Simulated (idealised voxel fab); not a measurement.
This section sets out a process module, namely voxel air gaps.
The figure presents cross-section cut, which has a width of 295 nm and is divided into square cells with an edge length of 5 nm.
In what follows, cross-sections appear as grids of square cells, described through bands that run from the top down, where every band is one or more rows of cells.
Band entry format. Leading values: height of top, height of bottom, nm. Remainder: materials in left-to-right order, each with its width in nm. Special words: "edge to edge" on a single material, which then fills the band edge to edge; "air", empty space.
Basically, 0 is our baseline, since under it the wafer straight out of the box is all one material. The bottom band has no lower end and keeps on going down, so it looks like "0 nm and below".
Width "30->40": first value at the band's top row of cells, second value at its bottom row, equal change from row to row.
Any step labelled "no change occurred" changed none of the cells in the cross-section.
Under "Sealed internal voids" you'll find the enclosed gaps, the ones with no way out to the top, that are 8 cells or bigger; each reads width x height at distance, with distance counted from the left edge, everything in nm.
after a step's settings: what the simulator itself notes on the step
What "overlay nm" on a step's line means: if the step has a mask, that mask lay this far to the right of its planned place, or, when the value is negative, to the left.
Pairs ahead. Before: cross-section ahead of one process step. After: cross-section once the step is done, shown to the lowest changed band only. Under each pair: that step, with settings. Caution: pairs may come from different runs of this module on the same starting wafer; a pair follows the pair above only where its "Geometry before processing" entry says so.
### Geometry before processing
  65 nm to 55 nm  45 of air / 45 of Ru / 5 of air / 45 of Ru / 5 of air / 45 of Ru / 5 of air / 45 of Ru / 55 of air
  55 nm to 20 nm  55 of air / 5 of TiN / 15 of Cu / 5 of TiN / 25 of air / 5 of TiN / 15 of Cu / 5 of TiN / 25 of air / 5 of TiN / 15 of Cu / 5 of TiN / 25 of air / 5 of TiN / 15 of Cu / 5 of TiN / 65 of air
  20 nm to 15 nm  55 of air / 25 of TiN / 25 of air / 25 of TiN / 25 of air / 25 of TiN / 25 of air / 25 of TiN / 65 of air
  15 nm to 10 nm  SiCN edge to edge
  10 nm to 0 nm  SiO2 edge to edge
  0 nm and below  Si edge to edge
  Sealed internal voids: none
### Post-Step Geometry
  70 nm to 65 nm  40 of air / 205 of SiCN / 50 of air
  65 nm to 55 nm  40 of air / 5 of SiCN / 45 of Ru / 5 of SiCN / 45 of Ru / 5 of SiCN / 45 of Ru / 5 of SiCN / 45 of Ru / 5 of SiCN / 50 of air
  55 nm to 50 nm  40 of air / 15 of SiCN / 5 of TiN / 15 of Cu / 5 of TiN / 25 of SiCN / 5 of TiN / 15 of Cu / 5 of TiN / 25 of SiCN / 5 of TiN / 15 of Cu / 5 of TiN / 25 of SiCN / 5 of TiN / 15 of Cu / 5 of TiN / 15 of SiCN / 50 of air
  50 nm to 20 nm  50 of air / 5 of SiCN / 5 of TiN / 15 of Cu / 5 of TiN / 5 of SiCN / 15 of air / 5 of SiCN / 5 of TiN / 15 of Cu / 5 of TiN / 5 of SiCN / 15 of air / 5 of SiCN / 5 of TiN / 15 of Cu / 5 of TiN / 5 of SiCN / 15 of air / 5 of SiCN / 5 of TiN / 15 of Cu / 5 of TiN / 5 of SiCN / 60 of air
  20 nm to 15 nm  55 of SiCN / 25 of TiN / 25 of SiCN / 25 of TiN / 25 of SiCN / 25 of TiN / 25 of SiCN / 25 of TiN / 65 of SiCN
  Heights below 15 show no change.
  Sealed internal voids: 15 x 30 at 85; 15 x 30 at 135; 15 x 30 at 185
Which operation lies between the before and after views above? CONFORMAL_DEP: material SiCN, thk nm 5
### Geometry before processing
  60 nm to 55 nm  65 of TiN / 15 of air / 35 of TiN / 15 of air / 35 of TiN / 15 of air / 35 of TiN / 15 of air / 65 of TiN
  55 nm to 20 nm  60 of SiO2 / 5 of TiN / 15 of air / 5 of TiN / 25 of SiO2 / 5 of TiN / 15 of air / 5 of TiN / 25 of SiO2 / 5 of TiN / 15 of air / 5 of TiN / 25 of SiO2 / 5 of TiN / 15 of air / 5 of TiN / 60 of SiO2
  20 nm to 15 nm  60 of SiO2 / 25 of TiN / 25 of SiO2 / 25 of TiN / 25 of SiO2 / 25 of TiN / 25 of SiO2 / 25 of TiN / 60 of SiO2
  15 nm to 10 nm  SiCN edge to edge
  10 nm to 0 nm  SiO2 edge to edge
  0 nm and below  Si edge to edge
  Sealed internal voids: none
### Post-Step Geometry
  70 nm to 60 nm  SiCN edge to edge
  60 nm to 55 nm  65 of TiN / 15 of SiCN / 35 of TiN / 15 of SiCN / 35 of TiN / 15 of SiCN / 35 of TiN / 15 of SiCN / 65 of TiN
  55 nm to 20 nm  60 of SiO2 / 5 of TiN / 15 of SiCN / 5 of TiN / 25 of SiO2 / 5 of TiN / 15 of SiCN / 5 of TiN / 25 of SiO2 / 5 of TiN / 15 of SiCN / 5 of TiN / 25 of SiO2 / 5 of TiN / 15 of SiCN / 5 of TiN / 60 of SiO2
  Heights below 20 show no change.
  Sealed internal voids: none
Which operation lies between the before and after views above? FILL_DEP: material SiCN, thk nm 10
Geometry before processing: The prior state of this step coincides with the post-step cross-section of the pair just above.
### Post-Step Geometry
  55 nm to 20 nm  60 of SiO2 / 5 of TiN / 15 of SiCN / 5 of TiN / 25 of SiO2 / 5 of TiN / 15 of SiCN / 5 of TiN / 25 of SiO2 / 5 of TiN / 15 of SiCN / 5 of TiN / 25 of SiO2 / 5 of TiN / 15 of SiCN / 5 of TiN / 60 of SiO2
  Heights below 20 show no change.
  Sealed internal voids: none
Which operation lies between the before and after views above? CMP: height nm 55
Geometry before processing: The prior state of this step coincides with the post-step cross-section of the pair just above.
### Post-Step Geometry
  65 nm to 55 nm  50 of air / 45 of Ru / 5 of air / 45 of Ru / 5 of air / 45 of Ru / 5 of air / 45 of Ru / 50 of air
  Heights below 55 show no change.
  Sealed internal voids: none
Which operation lies between the before and after views above? EPI: material Ru, thk nm 10
Geometry before processing: The prior state of this step coincides with the post-step cross-section of the pair just above.
### Post-Step Geometry
  65 nm to 55 nm  50 of air / 45 of Ru / 5 of air / 45 of Ru / 5 of air / 45 of Ru / 5 of air / 45 of Ru / 50 of air
  55 nm to 20 nm  60 of air / 5 of TiN / 15 of SiCN / 5 of TiN / 25 of air / 5 of TiN / 15 of SiCN / 5 of TiN / 25 of air / 5 of TiN / 15 of SiCN / 5 of TiN / 25 of air / 5 of TiN / 15 of SiCN / 5 of TiN / 60 of air
  20 nm to 15 nm  60 of air / 25 of TiN / 25 of air / 25 of TiN / 25 of air / 25 of TiN / 25 of air / 25 of TiN / 60 of air
  Heights below 15 show no change.
  Sealed internal voids: none
Which operation lies between the before and after views above? SELECTIVE_ETCH: etch materials SiO2, depth nm 50
Geometry before processing: The prior state of this step coincides with the post-step cross-section of the pair just above.
### Post-Step Geometry
  70 nm to 65 nm  45 of air / 205 of SiCN / 45 of air
  65 nm to 55 nm  45 of air / 5 of SiCN / 45 of Ru / 5 of SiCN / 45 of Ru / 5 of SiCN / 45 of Ru / 5 of SiCN / 45 of Ru / 5 of SiCN / 45 of air
  55 nm to 50 nm  45 of air / 15 of SiCN / 5 of TiN / 15 of SiCN / 5 of TiN / 25 of SiCN / 5 of TiN / 15 of SiCN / 5 of TiN / 25 of SiCN / 5 of TiN / 15 of SiCN / 5 of TiN / 25 of SiCN / 5 of TiN / 15 of SiCN / 5 of TiN / 15 of SiCN / 45 of air
  50 nm to 20 nm  55 of air / 5 of SiCN / 5 of TiN / 15 of SiCN / 5 of TiN / 5 of SiCN / 15 of air / 5 of SiCN / 5 of TiN / 15 of SiCN / 5 of TiN / 5 of SiCN / 15 of air / 5 of SiCN / 5 of TiN / 15 of SiCN / 5 of TiN / 5 of SiCN / 15 of air / 5 of SiCN / 5 of TiN / 15 of SiCN / 5 of TiN / 5 of SiCN / 55 of air
  20 nm to 15 nm  60 of SiCN / 25 of TiN / 25 of SiCN / 25 of TiN / 25 of SiCN / 25 of TiN / 25 of SiCN / 25 of TiN / 60 of SiCN
  Heights below 15 show no change.
  Sealed internal voids: 15 x 30 at 90; 15 x 30 at 140; 15 x 30 at 190
Which operation lies between the before and after views above? CONFORMAL_DEP: material SiCN, thk nm 5
### Geometry before processing
  70 nm to 55 nm  aC edge to edge
  55 nm to 15 nm  SiO2 edge to edge
  15 nm to 10 nm  SiCN edge to edge
  10 nm to 0 nm  SiO2 edge to edge
  0 nm and below  Si edge to edge
  Sealed internal voids: none
### Post-Step Geometry
  100 nm to 70 nm  60 of air / 25 of resist / 25 of air / 25 of resist / 25 of air / 25 of resist / 25 of air / 25 of resist / 60 of air
  Heights below 70 show no change.
  Sealed internal voids: none
Which operation lies between the before and after views above? PATTERN: tone cover, mask id LINES, material resist, width nm 25, pitch nm 50, thk nm 30, overlay nm 0
Geometry before processing: The prior state of this step coincides with the post-step cross-section of the pair just above.
### Post-Step Geometry
  85 nm to 70 nm  60 of air / 25 of resist / 25 of air / 25 of resist / 25 of air / 25 of resist / 25 of air / 25 of resist / 60 of air
  70 nm to 55 nm  60 of air / 25 of aC / 25 of air / 25 of aC / 25 of air / 25 of aC / 25 of air / 25 of aC / 60 of air
  Heights below 55 show no change.
  Sealed internal voids: none
Which operation lies between the before and after views above? DIRECTIONAL_ETCH: etch materials aC, depth nm 15
Geometry before processing: The prior state of this step coincides with the post-step cross-section of the pair just above.
### Post-Step Geometry
  70 nm to 55 nm  60 of air / 25 of aC / 25 of air / 25 of aC / 25 of air / 25 of aC / 25 of air / 25 of aC / 60 of air
  Heights below 55 show no change.
  Sealed internal voids: none
Which operation lies between the before and after views above? STRIP: etch materials resist
Geometry before processing: The prior state of this step coincides with the post-step cross-section of the pair just above.
### Post-Step Geometry
  70 nm to 55 nm  60 of air / 25 of aC / 25 of air / 25 of aC / 25 of air / 25 of aC / 25 of air / 25 of aC / 60 of air
  55 nm to 15 nm  60 of air / 25 of SiO2 / 25 of air / 25 of SiO2 / 25 of air / 25 of SiO2 / 25 of air / 25 of SiO2 / 60 of air
  Heights below 15 show no change.
  Sealed internal voids: none
Which operation lies between the before and after views above? DIRECTIONAL_ETCH: etch materials SiO2, depth nm 40
Geometry before processing: The prior state of this step coincides with the post-step cross-section of the pair just above.
### Post-Step Geometry
  55 nm to 15 nm  60 of air / 25 of SiO2 / 25 of air / 25 of SiO2 / 25 of air / 25 of SiO2 / 25 of air / 25 of SiO2 / 60 of air
  Heights below 15 show no change.
  Sealed internal voids: none
Which operation lies between the before and after views above? STRIP: etch materials aC
Geometry before processing: The prior state of this step coincides with the post-step cross-section of the pair just above.
### Post-Step Geometry
  60 nm to 55 nm  55 of air / 35 of TiN / 15 of air / 35 of TiN / 15 of air / 35 of TiN / 15 of air / 35 of TiN / 55 of air
  55 nm to 20 nm  55 of air / 5 of TiN / 25 of SiO2 / 5 of TiN / 15 of air / 5 of TiN / 25 of SiO2 / 5 of TiN / 15 of air / 5 of TiN / 25 of SiO2 / 5 of TiN / 15 of air / 5 of TiN / 25 of SiO2 / 5 of TiN / 55 of air
  20 nm to 15 nm  60 of TiN / 25 of SiO2 / 25 of TiN / 25 of SiO2 / 25 of TiN / 25 of SiO2 / 25 of TiN / 25 of SiO2 / 60 of TiN
  Heights below 15 show no change.
  Sealed internal voids: none
Which operation lies between the before and after views above? CONFORMAL_DEP: material TiN, thk nm 5
Geometry before processing: The prior state of this step coincides with the post-step cross-section of the pair just above.
### Post-Step Geometry
  70 nm to 60 nm  Cu edge to edge
  60 nm to 55 nm  55 of Cu / 35 of TiN / 15 of Cu / 35 of TiN / 15 of Cu / 35 of TiN / 15 of Cu / 35 of TiN / 55 of Cu
  55 nm to 20 nm  55 of Cu / 5 of TiN / 25 of SiO2 / 5 of TiN / 15 of Cu / 5 of TiN / 25 of SiO2 / 5 of TiN / 15 of Cu / 5 of TiN / 25 of SiO2 / 5 of TiN / 15 of Cu / 5 of TiN / 25 of SiO2 / 5 of TiN / 55 of Cu
  Heights below 20 show no change.
  Sealed internal voids: none
Which operation lies between the before and after views above? FILL_DEP: material Cu, thk nm 10
Geometry before processing: The prior state of this step coincides with the post-step cross-section of the pair just above.
### Post-Step Geometry
  55 nm to 20 nm  55 of Cu / 5 of TiN / 25 of SiO2 / 5 of TiN / 15 of Cu / 5 of TiN / 25 of SiO2 / 5 of TiN / 15 of Cu / 5 of TiN / 25 of SiO2 / 5 of TiN / 15 of Cu / 5 of TiN / 25 of SiO2 / 5 of TiN / 55 of Cu
  Heights below 20 show no change.
  Sealed internal voids: none
Which operation lies between the before and after views above? CMP: height nm 55
Geometry before processing: The prior state of this step coincides with the post-step cross-section of the pair just above.
### Post-Step Geometry
  65 nm to 55 nm  70 of Ru / 5 of air / 45 of Ru / 5 of air / 45 of Ru / 5 of air / 45 of Ru / 5 of air / 70 of Ru
  Heights below 55 show no change.
  Sealed internal voids: none
Which operation lies between the before and after views above? EPI: material Ru, thk nm 10
Geometry before processing: The prior state of this step coincides with the post-step cross-section of the pair just above.
### Post-Step Geometry
  65 nm to 55 nm  70 of Ru / 5 of air / 45 of Ru / 5 of air / 45 of Ru / 5 of air / 45 of Ru / 5 of air / 70 of Ru
  55 nm to 20 nm  55 of Cu / 5 of TiN / 25 of air / 5 of TiN / 15 of Cu / 5 of TiN / 25 of air / 5 of TiN / 15 of Cu / 5 of TiN / 25 of air / 5 of TiN / 15 of Cu / 5 of TiN / 25 of air / 5 of TiN / 55 of Cu
  20 nm to 15 nm  60 of TiN / 25 of air / 25 of TiN / 25 of air / 25 of TiN / 25 of air / 25 of TiN / 25 of air / 60 of TiN
  Heights below 15 show no change.
  Sealed internal voids: none
Which operation lies between the before and after views above? SELECTIVE_ETCH: etch materials SiO2, depth nm 50
Geometry before processing: The prior state of this step coincides with the post-step cross-section of the pair just above.
### Post-Step Geometry
  70 nm to 65 nm  SiCN edge to edge
  65 nm to 55 nm  70 of Ru / 5 of SiCN / 45 of Ru / 5 of SiCN / 45 of Ru / 5 of SiCN / 45 of Ru / 5 of SiCN / 70 of Ru
  55 nm to 50 nm  55 of Cu / 5 of TiN / 25 of SiCN / 5 of TiN / 15 of Cu / 5 of TiN / 25 of SiCN / 5 of TiN / 15 of Cu / 5 of TiN / 25 of SiCN / 5 of TiN / 15 of Cu / 5 of TiN / 25 of SiCN / 5 of TiN / 55 of Cu
  50 nm to 20 nm  55 of Cu / 5 of TiN / 5 of SiCN / 15 of air / 5 of SiCN / 5 of TiN / 15 of Cu / 5 of TiN / 5 of SiCN / 15 of air / 5 of SiCN / 5 of TiN / 15 of Cu / 5 of TiN / 5 of SiCN / 15 of air / 5 of SiCN / 5 of TiN / 15 of Cu / 5 of TiN / 5 of SiCN / 15 of air / 5 of SiCN / 5 of TiN / 55 of Cu
  20 nm to 15 nm  60 of TiN / 25 of SiCN / 25 of TiN / 25 of SiCN / 25 of TiN / 25 of SiCN / 25 of TiN / 25 of SiCN / 60 of TiN
  Heights below 15 show no change.
  Sealed internal voids: 15 x 30 at 65; 15 x 30 at 115; 15 x 30 at 165; 15 x 30 at 215
Which operation lies between the before and after views above? CONFORMAL_DEP: material SiCN, thk nm 5
